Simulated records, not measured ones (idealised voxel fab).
process module | voxel gate over fins
cross-section cut | 295 nm wide | cells 5 nm
A cross-section is a grid of square cells, given in bands from the top down. A band is one or more rows of cells.
Each band's line starts with the height of the band's top and of its bottom, in nm. Then come its materials from left to right, each with its width in nm. One material with "throughout" fills the band from edge to edge. "air" is empty space.
Height 0 is the level under which the wafer as received is all one material. The lowest band goes on downwards, as in "0 down".
A width such as "30 to 40" changes by the same amount from each row of cells to the next, from the band's top row to its bottom row.
"no change" after a step means that no cell of the cross-section changed.
closed voids: empty space of 8 cells or more with no open way to the top, each as width x height at its distance from the left edge, in nm
after a step's settings: what the simulator itself notes on the step
overlay nm, on a step with a mask: how far to the right of its planned place the mask lay; to the left if negative
plan
1 op RECEIVE | material Si
2 op CONFORMAL_DEP | material SiN | thk nm 10
3 op MASKED_ETCH | tone cover | mask id FINS | width nm 15 | pitch nm 40 | etch materials SiN | depth nm 10 | overlay nm 0
4 op MASKED_ETCH | tone cover | mask id FINS | width nm 15 | pitch nm 40 | etch materials Si | depth nm 35 | overlay nm 0
5 op FILL_DEP | material SiO2 | thk nm 15
6 op CMP | height nm 10
7 op SELECTIVE_ETCH | etch materials SiO2 | depth nm 25
8 op STRIP | etch materials SiN
9 op CONFORMAL_DEP | material HfO2 | thk nm 5
10 op CONFORMAL_DEP | material TiN | thk nm 5
11 op CONFORMAL_DEP | material TiAl | thk nm 5
12 op CONFORMAL_DEP | material TiN | thk nm 5
13 op FILL_DEP | material W | thk nm 10
14 op CMP | height nm 25
15 op CONFORMAL_DEP | material SiCN | thk nm 5
first wafer, as planned
as received, after step 1
  0 down: Si throughout
  closed voids: none
after step 2
  10 to 0: SiN throughout
  below 0: unchanged
after step 3
  10 to 0: air 100 | SiN 15 | air 25 | SiN 15 | air 25 | SiN 15 | air 100
  below 0: unchanged
after step 4
  10 to 0: air 100 | SiN 15 | air 25 | SiN 15 | air 25 | SiN 15 | air 100
  0 to -35: air 100 | Si 15 | air 25 | Si 15 | air 25 | Si 15 | air 100
  below -35: unchanged
after step 5
  25 to 10: SiO2 throughout
  10 to 0: SiO2 100 | SiN 15 | SiO2 25 | SiN 15 | SiO2 25 | SiN 15 | SiO2 100
  0 to -35: SiO2 100 | Si 15 | SiO2 25 | Si 15 | SiO2 25 | Si 15 | SiO2 100
  below -35: unchanged
after step 6
  10 to 0: SiO2 100 | SiN 15 | SiO2 25 | SiN 15 | SiO2 25 | SiN 15 | SiO2 100
  below 0: unchanged
after step 7
  10 to 0: air 100 | SiN 15 | air 25 | SiN 15 | air 25 | SiN 15 | air 100
  0 to -15: air 100 | Si 15 | air 25 | Si 15 | air 25 | Si 15 | air 100
  below -15: unchanged
after step 8
  0 to -15: air 100 | Si 15 | air 25 | Si 15 | air 25 | Si 15 | air 100
  below -15: unchanged
after step 9
  5 to 0: air 95 | HfO2 25 | air 15 | HfO2 25 | air 15 | HfO2 25 | air 95
  0 to -10: air 95 | HfO2 5 | Si 15 | HfO2 5 | air 15 | HfO2 5 | Si 15 | HfO2 5 | air 15 | HfO2 5 | Si 15 | HfO2 5 | air 95
  -10 to -15: HfO2 100 | Si 15 | HfO2 25 | Si 15 | HfO2 25 | Si 15 | HfO2 100
  below -15: unchanged
after step 10
  10 to 5: air 90 | TiN 35 | air 5 | TiN 35 | air 5 | TiN 35 | air 90
  5 to 0: air 90 | TiN 5 | HfO2 25 | TiN 5 | air 5 | TiN 5 | HfO2 25 | TiN 5 | air 5 | TiN 5 | HfO2 25 | TiN 5 | air 90
  0 to -5: air 90 | TiN 5 | HfO2 5 | Si 15 | HfO2 5 | TiN 5 | air 5 | TiN 5 | HfO2 5 | Si 15 | HfO2 5 | TiN 5 | air 5 | TiN 5 | HfO2 5 | Si 15 | HfO2 5 | TiN 5 | air 90
  -5 to -10: TiN 95 | HfO2 5 | Si 15 | HfO2 5 | TiN 15 | HfO2 5 | Si 15 | HfO2 5 | TiN 15 | HfO2 5 | Si 15 | HfO2 5 | TiN 95
  below -10: unchanged
after step 11
  15 to 10: air 85 | TiAl 125 | air 85
  10 to 5: air 85 | TiAl 5 | TiN 35 | TiAl 5 | TiN 35 | TiAl 5 | TiN 35 | TiAl 5 | air 85
  5 to 0: air 85 | TiAl 5 | TiN 5 | HfO2 25 | TiN 5 | TiAl 5 | TiN 5 | HfO2 25 | TiN 5 | TiAl 5 | TiN 5 | HfO2 25 | TiN 5 | TiAl 5 | air 85
  0 to -5: TiAl 90 | TiN 5 | HfO2 5 | Si 15 | HfO2 5 | TiN 5 | TiAl 5 | TiN 5 | HfO2 5 | Si 15 | HfO2 5 | TiN 5 | TiAl 5 | TiN 5 | HfO2 5 | Si 15 | HfO2 5 | TiN 5 | TiAl 90
  below -5: unchanged
after step 12
  20 to 15: air 80 | TiN 135 | air 80
  15 to 10: air 80 | TiN 5 | TiAl 125 | TiN 5 | air 80
  10 to 5: air 80 | TiN 5 | TiAl 5 | TiN 35 | TiAl 5 | TiN 35 | TiAl 5 | TiN 35 | TiAl 5 | TiN 5 | air 80
  5 to 0: TiN 85 | TiAl 5 | TiN 5 | HfO2 25 | TiN 5 | TiAl 5 | TiN 5 | HfO2 25 | TiN 5 | TiAl 5 | TiN 5 | HfO2 25 | TiN 5 | TiAl 5 | TiN 85
  below 0: unchanged
after step 13
  30 to 20: W throughout
  20 to 15: W 80 | TiN 135 | W 80
  15 to 10: W 80 | TiN 5 | TiAl 125 | TiN 5 | W 80
  10 to 5: W 80 | TiN 5 | TiAl 5 | TiN 35 | TiAl 5 | TiN 35 | TiAl 5 | TiN 35 | TiAl 5 | TiN 5 | W 80
  below 5: unchanged
after step 14
  25 to 20: W throughout
  below 20: unchanged
after step 15
  30 to 25: SiCN throughout
  below 25: unchanged
second wafer: like start, like plan, one mistake. Through step 5 it matches the first wafer
when step 6 should have ended: no change
when step 7 should have ended
  10 to 0: air 100 | SiN 15 | air 25 | SiN 15 | air 25 | SiN 15 | air 100
  below 0: unchanged
when step 8 should have ended
  0 to -35: SiO2 100 | Si 15 | SiO2 25 | Si 15 | SiO2 25 | Si 15 | SiO2 100
  below -35: unchanged
when step 9 should have ended
  5 to 0: HfO2 throughout
  below 0: unchanged
when step 10 should have ended
  10 to 5: TiN throughout
  below 5: unchanged
when step 11 should have ended
  15 to 10: TiAl throughout
  below 10: unchanged
when step 12 should have ended
  20 to 15: TiN throughout
  below 15: unchanged
when step 13 should have ended
  30 to 20: W throughout
  below 20: unchanged
when step 14 should have ended
  25 to 20: W throughout
  below 20: unchanged
when step 15 should have ended
  30 to 25: SiCN throughout
  below 25: unchanged
what went wrong: step 6 was left out
at the end the second wafer has, in cells: 18 fewer of HfO2 | 150 more of SiO2 | 12 fewer of TiAl | 24 fewer of TiN | 96 fewer of W
